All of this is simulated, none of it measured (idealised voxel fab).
process module | voxel self aligned contacts
cross-section cut | 235 nm wide | cells 5 nm
A cross-section is a grid of square cells, given in bands from the top down. A band is one or more rows of cells.
Each band's line starts with the height of the band's top and of its bottom, in nm. Then come its materials from left to right, each with its width in nm. One material with "throughout" fills the band from edge to edge. "air" is empty space.
Height 0 is the level under which the wafer as received is all one material. The lowest band goes on downwards, as in "0 down".
A width such as "30 to 40" changes by the same amount from each row of cells to the next, from the band's top row to its bottom row.
"no change" after a step means that no cell of the cross-section changed.
closed voids: empty space of 8 cells or more with no open way to the top, each as width x height at its distance from the left edge, in nm
after a step's settings: what the simulator itself notes on the step
overlay nm, on a step with a mask: how far to the right of its planned place the mask lay; to the left if negative
plan
1 op RECEIVE | material Si
2 op CONFORMAL_DEP | material SiO2 | thk nm 5
3 op DIRECTIONAL_DEP | material polySi | thk nm 20
4 op DIRECTIONAL_DEP | material SiN | thk nm 25
5 op MASKED_ETCH | tone cover | mask id GATE | width nm 25 | pitch nm 65 | etch materials SiN | depth nm 25 | overlay nm -15
6 op MASKED_ETCH | tone cover | mask id GATE | width nm 25 | pitch nm 65 | etch materials polySi | depth nm 20 | overlay nm 0
7 op CONFORMAL_DEP | material SiN | thk nm 10
8 op DIRECTIONAL_ETCH | etch materials SiN | depth nm 10
9 op FILL_DEP | material SiO2 | thk nm 15
10 op CMP | height nm 60
11 op PATTERN | tone open | mask id CONTACT | material resist | width nm 50 | pitch nm 65 | thk nm 20 | overlay nm 0
12 op DIRECTIONAL_ETCH | etch materials SiO2 | depth nm 60
13 op STRIP | etch materials resist
14 op CONFORMAL_DEP | material TiN | thk nm 5
15 op FILL_DEP | material Ru | thk nm 10
16 op CMP | height nm 60
17 op CONFORMAL_DEP | material SiCN | thk nm 5
varied across the wafers: overlay nm of step 5. The plan shows the first wafer's value. All wafers start alike
first wafer as received, after step 1
  0 down: Si throughout
  closed voids: none
first wafer at the end, after step 17
  65 to 60: SiCN throughout
  60 to 50: SiO2 60 | TiN 5 | Ru 40 to 10 | TiN 5 to 35 | SiO2 15 | TiN 5 | Ru 40 to 10 | TiN 5 to 35 | SiO2 60
  50 to 30: SiO2 15 | SiN 45 | TiN 5 | Ru 10 | TiN 5 | SiN 45 | TiN 5 | Ru 10 | TiN 5 | SiN 45 | SiO2 45
  30 to 25: SiO2 15 | SiN 45 | TiN 20 | SiN 45 | TiN 20 | SiN 45 | SiO2 45
  25 to 5: SiO2 15 | SiN 10 | polySi 40 | SiN 10 | TiN 5 | SiN 10 | polySi 40 | SiN 10 | TiN 5 | SiN 10 | polySi 40 | SiN 10 | SiO2 30
  5 to 0: SiO2 75 | TiN 5 | SiO2 60 | TiN 5 | SiO2 90
  0 down: Si throughout
  closed voids: none
last wafer at the end
  65 to 60: SiCN throughout
  60 to 50: SiO2 60 | TiN 5 to 35 | Ru 40 to 10 | TiN 5 | SiO2 15 | TiN 5 to 35 | Ru 40 to 10 | TiN 5 | SiO2 60
  50 to 30: SiO2 45 | SiN 45 | TiN 5 | Ru 10 | TiN 5 | SiN 45 | TiN 5 | Ru 10 | TiN 5 | SiN 45 | SiO2 15
  30 to 25: SiO2 45 | SiN 45 | TiN 20 | SiN 45 | TiN 20 | SiN 45 | SiO2 15
  25 to 5: SiO2 30 | SiN 10 | polySi 40 | SiN 10 | TiN 5 | SiN 10 | polySi 40 | SiN 10 | TiN 5 | SiN 10 | polySi 40 | SiN 10 | SiO2 15
  5 to 0: SiO2 90 | TiN 5 | SiO2 60 | TiN 5 | SiO2 75
  0 down: Si throughout
  closed voids: none
each wafer at the end: cells of each material gained (+) or lost (-) since it was received, then its closed voids
overlay nm -15 | +36 Ru | +47 SiCN | +183 SiN | +195 SiO2 | +54 TiN | +96 polySi | closed voids: none
overlay nm -10 | +36 Ru | +47 SiCN | +183 SiN | +197 SiO2 | +64 TiN | +84 polySi | closed voids: none
overlay nm -5 | +46 Ru | +47 SiCN | +183 SiN | +199 SiO2 | +64 TiN | +72 polySi | closed voids: none
overlay nm 0 | +56 Ru | +47 SiCN | +183 SiN | +201 SiO2 | +64 TiN | +60 polySi | closed voids: none
overlay nm 5 | +46 Ru | +47 SiCN | +183 SiN | +199 SiO2 | +64 TiN | +72 polySi | closed voids: none
overlay nm 10 | +36 Ru | +47 SiCN | +183 SiN | +197 SiO2 | +64 TiN | +84 polySi | closed voids: none
overlay nm 15 | +36 Ru | +47 SiCN | +183 SiN | +195 SiO2 | +54 TiN | +96 polySi | closed voids: none
